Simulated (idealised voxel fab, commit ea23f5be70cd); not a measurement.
The process module that follows is named voxel tone inversion.
The cross-section on display is named cut; it measures 225 nm wide, and its cells are 5 nm squares.
Heads up, the way a cross-section reads in here is a grid of square cells, handed over as bands from the top down, with every band being one or more rows of cells. Band: top height; bottom height; in nm. Then, left to right: material with width in nm, for each material. "everywhere": a single material spanning edge to edge. "empty": empty space. Heights are expressed relative to 0, this being the level below which the as-received wafer comprises one material exclusively. The lowest band is unbounded in the downward direction and is denoted as in "0 down". It should be noted that a width expressed as "30 to 40" varies in equal increments from row to row of cells within the band, taking the value of the first number at the top row and that of the second number at the bottom row. Where a step carries "nothing was modified", the cross-section came out of it unchanged, cell for cell. Enclosed voids (no open way to top), threshold 8 cells or more, entry "Voids lacking openings", notation width x height at distance, distance from left edge, nm. Read whatever lies past the settings on a step's line as the simulator's own remark about the step. "overlay nm", when on a step's line for a step with a mask, measures how far to the right of its planned place the mask lay; a negative measure means to the left.

**plan**
1) op RECEIVE | material Si
2) op CONFORMAL_DEP | material SiCN | thk nm 5
3) op DIRECTIONAL_DEP | material polySi | thk nm 15
4) op PATTERN | tone cover | mask id POSTS | material resist | width nm 25 | pitch nm 50 | thk nm 20 | overlay nm 0
5) op DIRECTIONAL_ETCH | etch materials polySi | depth nm 15
6) op STRIP | etch materials resist
7) op FILL_DEP | material lowk | thk nm 10
8) op CMP | height nm 20
9) op STRIP | etch materials polySi

**Delivered wafer in cross-section: state after step 1**
    0 down = Si everywhere
    Voids lacking openings: none

**Starting structure and process plan are as shown above, but one mistake was made in running the module; the wafer cross-section at the end of the module follows**
    20 to 5 = lowk=20  empty=35  lowk=15  empty=35  lowk=15  empty=35  lowk=15  empty=35  lowk=20
    5 to 0 = SiCN everywhere
    0 down = Si everywhere
    Voids lacking openings: none
The mistake made against the process plan was this: contrary to plan, step 4 was performed as op PATTERN | tone cover | mask id POSTS | material resist | width nm 35 | pitch nm 50 | thk nm 20 | overlay nm 0
